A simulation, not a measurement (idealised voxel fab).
The process module presented herein is designated voxel wiring stack.
Shown is cross-section cut, with a width of 265 nm and square cells of size 5 nm.
Cross-section spec: square-cell grid; bands listed top down; each band is one or more rows.
Band: top height; bottom height; in nm. Then, left to right: material with width in nm, for each material. "edge to edge": a single material spanning edge to edge. "empty": empty space.
All heights in this document are referenced to 0, defined as the level beneath which the wafer, as received, consists entirely of one material. The lowest band is not bounded below; it extends indefinitely downward and is written in the form "0..down".
Per-row width for "30..40": begins at first number (top row of band), ends at second number (bottom row), increment between rows held constant.
"left unchanged" (step): cross-section cells unchanged, all of them.
"Closed empty spaces" means: voids of 8 cells or more that are shut off from the top with no open way through. Written width x height at distance, distance from the left edge, in nm.
Step line, after settings: the simulator's comment on this step.
The line of a step may include "overlay nm". On a step with a mask, this value is how far to the right of its planned place the mask lay. A negative value means the mask lay to the left.
Set out below are the planned steps of the process
1,RECEIVE,material Si
2,CONFORMAL_DEP,material SiO2,thk nm 10
3,CONFORMAL_DEP,material SiN,thk nm 5
4,DIRECTIONAL_DEP,material lowk,thk nm 15
5,PATTERN,tone open,mask id METAL_1,material resist,width nm 30,pitch nm 60,thk nm 20,overlay nm 0
6,DIRECTIONAL_ETCH,etch materials lowk,depth nm 15
7,DIRECTIONAL_ETCH,etch materials SiN,depth nm 5
8,STRIP,etch materials resist
9,CONFORMAL_DEP,material TiN,thk nm 5
10,FILL_DEP,material Cu,thk nm 10
11,CMP,height nm 30
12,CONFORMAL_DEP,material SiCN,thk nm 5
13,DIRECTIONAL_DEP,material lowk,thk nm 25
14,DIRECTIONAL_DEP,material aC,thk nm 10
15,PATTERN,tone open,mask id METAL_2,material resist,width nm 30,pitch nm 60,thk nm 30,overlay nm 0
16,DIRECTIONAL_ETCH,etch materials aC,depth nm 10
17,STRIP,etch materials resist
18,DIRECTIONAL_ETCH,etch materials lowk,depth nm 15
19,STRIP,etch materials aC
20,DIRECTIONAL_DEP,material aC,thk nm 10
21,PATTERN,tone open,mask id METAL_2_HOLES,material resist,width nm 15,thk nm 30,overlay nm 0
22,DIRECTIONAL_ETCH,etch materials aC,depth nm 10
23,STRIP,etch materials resist
24,DIRECTIONAL_ETCH,etch materials lowk,depth nm 10
25,DIRECTIONAL_ETCH,etch materials SiCN,depth nm 5
26,STRIP,etch materials aC
27,CONFORMAL_DEP,material TiN,thk nm 5
28,FILL_DEP,material Cu,thk nm 5
29,CMP,height nm 60
30,CONFORMAL_DEP,material SiN,thk nm 5
First of two wafers - as planned
Cross-sectional view of the wafer in its as-received condition, corresponding to the state after step 1
    0..down  Si edge to edge
    Closed empty spaces: none
Cross-section of the wafer subsequent to step 2
    10..0  SiO2 edge to edge
    Whatever lies below 0 is exactly as it was before.
Cross-section of the wafer subsequent to step 3
    15..10  SiN edge to edge
    Whatever lies below 10 is exactly as it was before.
Cross-section of the wafer subsequent to step 4
    30..15  lowk edge to edge
    Whatever lies below 15 is exactly as it was before.
Cross-section of the wafer subsequent to step 5
    50..30  resist (85); empty (30); resist (30); empty (30); resist (90)
    Whatever lies below 30 is exactly as it was before.
Cross-section of the wafer subsequent to step 6
    50..30  resist (85); empty (30); resist (30); empty (30); resist (90)
    30..15  lowk (85); empty (30); lowk (30); empty (30); lowk (90)
    Whatever lies below 15 is exactly as it was before.
Cross-section of the wafer subsequent to step 7
    50..30  resist (85); empty (30); resist (30); empty (30); resist (90)
    30..15  lowk (85); empty (30); lowk (30); empty (30); lowk (90)
    15..10  SiN (85); empty (30); SiN (30); empty (30); SiN (90)
    Whatever lies below 10 is exactly as it was before.
Cross-section of the wafer subsequent to step 8
    30..15  lowk (85); empty (30); lowk (30); empty (30); lowk (90)
    Whatever lies below 15 is exactly as it was before.
Cross-section of the wafer subsequent to step 9
    35..30  TiN (90); empty (20); TiN (40); empty (20); TiN (95)
    30..15  lowk (85); TiN (5); empty (20); TiN (5); lowk (30); TiN (5); empty (20); TiN (5); lowk (90)
    15..10  SiN (85); TiN (30); SiN (30); TiN (30); SiN (90)
    Whatever lies below 10 is exactly as it was before.
Cross-section of the wafer subsequent to step 10
    45..35  Cu edge to edge
    35..30  TiN (90); Cu (20); TiN (40); Cu (20); TiN (95)
    30..15  lowk (85); TiN (5); Cu (20); TiN (5); lowk (30); TiN (5); Cu (20); TiN (5); lowk (90)
    Whatever lies below 15 is exactly as it was before.
Cross-section of the wafer subsequent to step 11
    30..15  lowk (85); TiN (5); Cu (20); TiN (5); lowk (30); TiN (5); Cu (20); TiN (5); lowk (90)
    Whatever lies below 15 is exactly as it was before.
Cross-section of the wafer subsequent to step 12
    35..30  SiCN edge to edge
    Whatever lies below 30 is exactly as it was before.
Cross-section of the wafer subsequent to step 13
    60..35  lowk edge to edge
    Whatever lies below 35 is exactly as it was before.
Cross-section of the wafer subsequent to step 14
    70..60  aC edge to edge
    Whatever lies below 60 is exactly as it was before.
Cross-section of the wafer subsequent to step 15
    100..70  resist (85); empty (30); resist (30); empty (30); resist (90)
    Whatever lies below 70 is exactly as it was before.
Cross-section of the wafer subsequent to step 16
    90..70  resist (85); empty (30); resist (30); empty (30); resist (90)
    70..60  aC (85); empty (30); aC (30); empty (30); aC (90)
    Whatever lies below 60 is exactly as it was before.
Cross-section of the wafer subsequent to step 17
    70..60  aC (85); empty (30); aC (30); empty (30); aC (90)
    Whatever lies below 60 is exactly as it was before.
Cross-section of the wafer subsequent to step 18
    70..60  aC (85); empty (30); aC (30); empty (30); aC (90)
    60..45  lowk (85); empty (30); lowk (30); empty (30); lowk (90)
    Whatever lies below 45 is exactly as it was before.
Cross-section of the wafer subsequent to step 19
    60..45  lowk (85); empty (30); lowk (30); empty (30); lowk (90)
    Whatever lies below 45 is exactly as it was before.
Cross-section of the wafer subsequent to step 20
    70..60  aC (85); empty (30); aC (30); empty (30); aC (90)
    60..55  lowk (85); empty (30); lowk (30); empty (30); lowk (90)
    55..45  lowk (85); aC (30); lowk (30); aC (30); lowk (90)
    Whatever lies below 45 is exactly as it was before.
Cross-section of the wafer subsequent to step 21
    100..70  resist (85); empty (15); resist (165)
    70..60  aC (85); empty (15); resist (15); aC (30); resist (30); aC (90)
    60..55  lowk (85); empty (15); resist (15); lowk (30); resist (30); lowk (90)
    Whatever lies below 55 is exactly as it was before.
Cross-section of the wafer subsequent to step 22
    90..70  resist (85); empty (15); resist (165)
    70..60  aC (85); empty (15); resist (15); aC (30); resist (30); aC (90)
    60..55  lowk (85); empty (15); resist (15); lowk (30); resist (30); lowk (90)
    55..45  lowk (85); empty (15); aC (15); lowk (30); aC (30); lowk (90)
    Whatever lies below 45 is exactly as it was before.
Cross-section of the wafer subsequent to step 23
    70..60  aC (85); empty (30); aC (30); empty (30); aC (90)
    60..55  lowk (85); empty (30); lowk (30); empty (30); lowk (90)
    Whatever lies below 55 is exactly as it was before.
Cross-section of the wafer subsequent to step 24
    70..60  aC (85); empty (30); aC (30); empty (30); aC (90)
    60..55  lowk (85); empty (30); lowk (30); empty (30); lowk (90)
    55..45  lowk (85); empty (15); aC (15); lowk (30); aC (30); lowk (90)
    45..35  lowk (85); empty (15); lowk (165)
    Whatever lies below 35 is exactly as it was before.
Cross-section of the wafer subsequent to step 25
    70..60  aC (85); empty (30); aC (30); empty (30); aC (90)
    60..55  lowk (85); empty (30); lowk (30); empty (30); lowk (90)
    55..45  lowk (85); empty (15); aC (15); lowk (30); aC (30); lowk (90)
    45..35  lowk (85); empty (15); lowk (165)
    35..30  SiCN (85); empty (15); SiCN (165)
    Whatever lies below 30 is exactly as it was before.
Cross-section of the wafer subsequent to step 26
    60..45  lowk (85); empty (30); lowk (30); empty (30); lowk (90)
    Whatever lies below 45 is exactly as it was before.
Cross-section of the wafer subsequent to step 27
    65..60  TiN (90); empty (20); TiN (40); empty (20); TiN (95)
    60..50  lowk (85); TiN (5); empty (20); TiN (5); lowk (30); TiN (5); empty (20); TiN (5); lowk (90)
    50..45  lowk (85); TiN (5); empty (5); TiN (20); lowk (30); TiN (30); lowk (90)
    45..35  lowk (85); TiN (5); empty (5); TiN (5); lowk (165)
    35..30  SiCN (85); TiN (15); SiCN (165)
    Whatever lies below 30 is exactly as it was before.
Cross-section of the wafer subsequent to step 28
    70..65  Cu edge to edge
    65..60  TiN (90); Cu (20); TiN (40); Cu (20); TiN (95)
    60..50  lowk (85); TiN (5); Cu (20); TiN (5); lowk (30); TiN (5); Cu (20); TiN (5); lowk (90)
    50..45  lowk (85); TiN (5); Cu (5); TiN (20); lowk (30); TiN (30); lowk (90)
    45..35  lowk (85); TiN (5); Cu (5); TiN (5); lowk (165)
    Whatever lies below 35 is exactly as it was before.
Cross-section of the wafer subsequent to step 29
    60..50  lowk (85); TiN (5); Cu (20); TiN (5); lowk (30); TiN (5); Cu (20); TiN (5); lowk (90)
    Whatever lies below 50 is exactly as it was before.
Cross-section of the wafer subsequent to step 30
    65..60  SiN edge to edge
    Whatever lies below 60 is exactly as it was before.
Second wafer - shared start and plan with the first - one error in running - same as the first up to step 28 inclusive
Second wafer profile in section, at the moment step 29 of the plan was meant to be complete
    60..50  lowk (85); TiN (5); Cu (20); TiN (5); lowk (30); TiN (5); Cu (20); TiN (5); lowk (90)
    Whatever lies below 50 is exactly as it was before.
Second wafer profile in section, at the moment step 30 of the plan was meant to be complete
    65..60  SiN edge to edge
    Whatever lies below 60 is exactly as it was before.
What broke from the plan during processing? step 29, plan: ran twice
Honestly, by the end the two wafers have the same cross-section, so the mistake just doesn't show up in what this model computes.
